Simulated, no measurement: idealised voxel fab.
process module | voxel double patterning
Section shown: cut. Width: 160 nm. Cell size: 5 nm, square.
Reading order for cross-sections: top band down to bottom band. Underlying form: a grid of square cells. Band size: one or more rows of cells. Look at the band entry: it leads with the top's height and the bottom's height in nm. Then it lists the materials left to right, with a width in nm for each. The word "edge to edge" on a single material says that material fills the band edge to edge. The word "air" is empty space. Beneath 0, the wafer as received is one material, and that level is where height counting begins. The lowest band goes on downward without a bottom; it is written like "0..down". The width entry "30 to 40" should be interpreted row by row: the top row of cells in the band takes the first number, the bottom row takes the second number, and the change between adjacent rows is uniform throughout. Key: "nothing was modified" - step with no changed cell in the cross-section. Heads up: "Sealed void inventory" only lists the empty pockets with no open path to the top that are 8 cells or more, and it writes them as width x height at distance, distance from the left edge, in nm. On a step's line, text after the settings is the simulator commenting on that step. Among the settings permitted on a step's line is "overlay nm"; applied to a step with a mask, it specifies the extent to which the mask lay to the right of its planned position, whereas a negative figure signifies a position to the left.
# This section lists the process steps that were planned
1: RECEIVE,material Si
2: CONFORMAL_DEP,material SiO2,thk nm 10
3: DIRECTIONAL_DEP,material polySi,thk nm 15
4: DIRECTIONAL_DEP,material SiCN,thk nm 10
5: MASKED_ETCH,tone open,mask id FIRST,width nm 15,pitch nm 50,etch materials SiCN,depth nm 10,overlay nm 0
6: DIRECTIONAL_DEP,material aC,thk nm 10
7: PATTERN,tone open,mask id SECOND,material resist,width nm 15,pitch nm 50,thk nm 25,overlay nm 0
8: DIRECTIONAL_ETCH,etch materials aC,depth nm 10
9: STRIP,etch materials resist
10: DIRECTIONAL_ETCH,etch materials SiCN,depth nm 10
11: STRIP,etch materials aC
12: DIRECTIONAL_ETCH,etch materials polySi,depth nm 15
13: STRIP,etch materials SiCN
# Received-state cross-section, reflecting completion of step 1
0..down  Si edge to edge
Sealed void inventory: none
# One mistake in running the module, otherwise start and plan as above: cross-section at the end
25..10  polySi (20)  air (15)  polySi (10)  air (20)  polySi (5)  air (15)  polySi (10)  air (20)  polySi (5)  air (15)  polySi (25)
10..0  SiO2 edge to edge
0..down  Si edge to edge
Sealed void inventory: none
What was done differently from what was planned? step 7 deviated from plan and actually ran as PATTERN,tone open,mask id SECOND,material resist,width nm 20,pitch nm 50,thk nm 25,overlay nm 0
